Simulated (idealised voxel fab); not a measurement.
process module | voxel plated lines
cross-section cut | 275 nm wide | cells 5 nm
A cross-section is a grid of square cells, given in bands from the top down. A band is one or more rows of cells.
Each band's line starts with the height of the band's top and of its bottom, in nm. Then come its materials from left to right, each with its width in nm. One material with "throughout" fills the band from edge to edge. "air" is empty space.
Height 0 is the level under which the wafer as received is all one material. The lowest band goes on downwards, as in "0 down".
A width such as "30 to 40" changes by the same amount from each row of cells to the next, from the band's top row to its bottom row.
"no change" after a step means that no cell of the cross-section changed.
closed voids: empty space of 8 cells or more with no open way to the top, each as width x height at its distance from the left edge, in nm
after a step's settings: what the simulator itself notes on the step
overlay nm, on a step with a mask: how far to the right of its planned place the mask lay; to the left if negative
plan
1 op RECEIVE | material Si
2 op CONFORMAL_DEP | material Al2O3 | thk nm 5
3 op DIRECTIONAL_DEP | material TiN | thk nm 5
4 op PATTERN | tone open | mask id LINES | material resist | width nm 30 | pitch nm 45 | thk nm 25 | overlay nm 0
5 op EPI | material Ru | thk nm 10
6 op EPI | material Ru | thk nm 10
7 op STRIP | etch materials resist
8 op DIRECTIONAL_ETCH | etch materials TiN | depth nm 5
9 op CONFORMAL_DEP | material SiO2 | thk nm 5
as received, after step 1
  0 down: Si throughout
  closed voids: none
a wafer at the end: this start, this plan, one mistake
  25 to 20: air 95 | SiO2 40 | air 5 | SiO2 40 | air 95
  20 to 10: air 95 | SiO2 5 | Ru 30 | SiO2 5 | air 5 | SiO2 5 | Ru 30 | SiO2 5 | air 95
  10 to 5: SiO2 100 | TiN 30 | SiO2 15 | TiN 30 | SiO2 100
  5 to 0: Al2O3 throughout
  0 down: Si throughout
  closed voids: none
what went wrong: one of the steps 5 and 6, which are alike, was left out
